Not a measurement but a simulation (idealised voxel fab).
process module | voxel self aligned contacts
cross-section cut | 250 nm wide | cells 5 nm
A cross-section is a grid of square cells, given in bands from the top down. A band is one or more rows of cells.
Each band's line starts with the height of the band's top and of its bottom, in nm. Then come its materials from left to right, each with its width in nm. One material with "throughout" fills the band from edge to edge. "air" is empty space.
Height 0 is the level under which the wafer as received is all one material. The lowest band goes on downwards, as in "0 down".
A width such as "30 to 40" changes by the same amount from each row of cells to the next, from the band's top row to its bottom row.
"no change" after a step means that no cell of the cross-section changed.
closed voids: empty space of 8 cells or more with no open way to the top, each as width x height at its distance from the left edge, in nm
after a step's settings: what the simulator itself notes on the step
overlay nm, on a step with a mask: how far to the right of its planned place the mask lay; to the left if negative
plan
1 op RECEIVE | material Si
2 op OXIDIZE | depth nm 5
3 op DIRECTIONAL_DEP | material polySi | thk nm 30
4 op DIRECTIONAL_DEP | material SiN | thk nm 20
5 op DIRECTIONAL_DEP | material aC | thk nm 15
6 op PATTERN | tone cover | mask id GATE | material resist | width nm 35 | pitch nm 65 | thk nm 30 | overlay nm 0
7 op DIRECTIONAL_ETCH | etch materials aC | depth nm 15
8 op STRIP | etch materials resist
9 op DIRECTIONAL_ETCH | etch materials SiN | depth nm 20
10 op DIRECTIONAL_ETCH | etch materials polySi | depth nm 30
11 op STRIP | etch materials aC
12 op CONFORMAL_DEP | material SiN | thk nm 5
13 op DIRECTIONAL_ETCH | etch materials SiN | depth nm 5
14 op FILL_DEP | material SiO2 | thk nm 20
15 op CMP | height nm 60
16 op DIRECTIONAL_DEP | material aC | thk nm 15
17 op PATTERN | tone open | mask id CONTACT | material resist | width nm 40 | pitch nm 65 | thk nm 30 | overlay nm 0
18 op DIRECTIONAL_ETCH | etch materials aC | depth nm 15
19 op STRIP | etch materials resist
20 op DIRECTIONAL_ETCH | etch materials SiO2 | depth nm 65
21 op STRIP | etch materials aC
22 op CONFORMAL_DEP | material TiN | thk nm 5
23 op FILL_DEP | material Ru | thk nm 5
24 op CMP | height nm 60
25 op CONFORMAL_DEP | material SiCN | thk nm 5
as received, after step 1
  0 down: Si throughout
  closed voids: none
a wafer at the end: this start, this plan, one mistake
  65 to 60: SiCN throughout
  60 to 50: SiO2 70 | TiN 5 | Ru 30 | TiN 5 | SiO2 25 | TiN 5 | Ru 30 | TiN 5 | SiO2 75
  50 to 45: SiO2 70 | TiN 40 | SiO2 25 | TiN 40 | SiO2 75
  45 to 30: SiN throughout
  30 to 0: polySi throughout
  0 to -5: SiO2 throughout
  -5 down: Si throughout
  closed voids: none
what went wrong: step 5 ran as: op DIRECTIONAL_DEP | material SiN | thk nm 15
